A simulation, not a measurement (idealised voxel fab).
This section sets out a process module, namely voxel released beams.
Section cut is 285 nm wide and gridded with 5 nm square cells.
For the purposes of this document, a cross-section shall be understood as a grid of square cells, specified as bands listed in top-to-bottom order, each band consisting of one or more rows of cells. Top, bottom (nm), then materials left to right with widths (nm); lone material tagged "everywhere" fills the whole band edge to edge; "blank" = empty space. It should be noted that heights are counted from 0, beneath which the wafer as supplied is of one material throughout, and that the lowest band possesses no lower boundary but continues downward, as written in "z 0 and below". The notation "30..40" denotes a width that varies across the rows of cells in the band, beginning at the first number in the top row, finishing at the second number in the bottom row, and changing by an identical amount from each row to the next. Key: "nothing altered" - step with no changed cell in the cross-section. The entry titled "Closed void inventory" provides the empty spaces that have no open way to the top, restricted to those of 8 cells or more. Each is presented as width x height at distance, the distance being measured from the left edge, with all three in nm. If you see something after the settings on a step's line, that's the simulator's own remark about that step. overlay nm: on a step with a mask, how far right of its planned place the mask lay; negative means left.
# The following list gives the planned process steps
| 1 | RECEIVE,material Si |
| 2 | CONFORMAL_DEP,material SiN,thk nm 10 |
| 3 | DIRECTIONAL_DEP,material SiO2,thk nm 10 |
| 4 | MASKED_ETCH,tone open,mask id ANCHOR,width nm 30,etch materials SiO2,depth nm 10,overlay nm 0 |
| 5 | CONFORMAL_DEP,material polySi,thk nm 10 |
| 6 | DIRECTIONAL_DEP,material aC,thk nm 15 |
| 7 | PATTERN,tone cover,mask id BEAM,material resist,width nm 110,thk nm 30,overlay nm 0 |
| 8 | DIRECTIONAL_ETCH,etch materials aC,depth nm 15 |
| 9 | STRIP,etch materials resist |
| 10 | DIRECTIONAL_ETCH,etch materials polySi,depth nm 10 |
| 11 | STRIP,etch materials aC |
| 12 | STRIP,etch materials SiO2 |
# As-received state of the wafer in cross-section, equivalent to post-step 1
- z 0 and below  Si everywhere
- Closed void inventory: none
# End-of-module XS, first of two wafers, run as planned
- z 30 to 20  85 blank, then 15 polySi, then 10 blank, then 85 polySi, then 90 blank
- z 20 to 10  90 blank, then 30 polySi, then 165 blank
- z 10 to 0  SiN everywhere
- z 0 and below  Si everywhere
- Closed void inventory: none
# Cross-sectional image of the second wafer of the two following completion of the module. Starting state and process plan were the same as for the first wafer; one execution error occurred
- z 30 to 20  80 blank, then 20 polySi, then 10 blank, then 80 polySi, then 95 blank
- z 20 to 10  90 blank, then 30 polySi, then 165 blank
- z 10 to 0  SiN everywhere
- z 0 and below  Si everywhere
- Closed void inventory: none
Which mistake was made when the wafer was run? step 7 did not use the planned setting and instead ran as PATTERN,tone cover,mask id BEAM,material resist,width nm 110,thk nm 30,overlay nm -5
at the end the second wafer has, in cells: as many of each material as the first, in other places
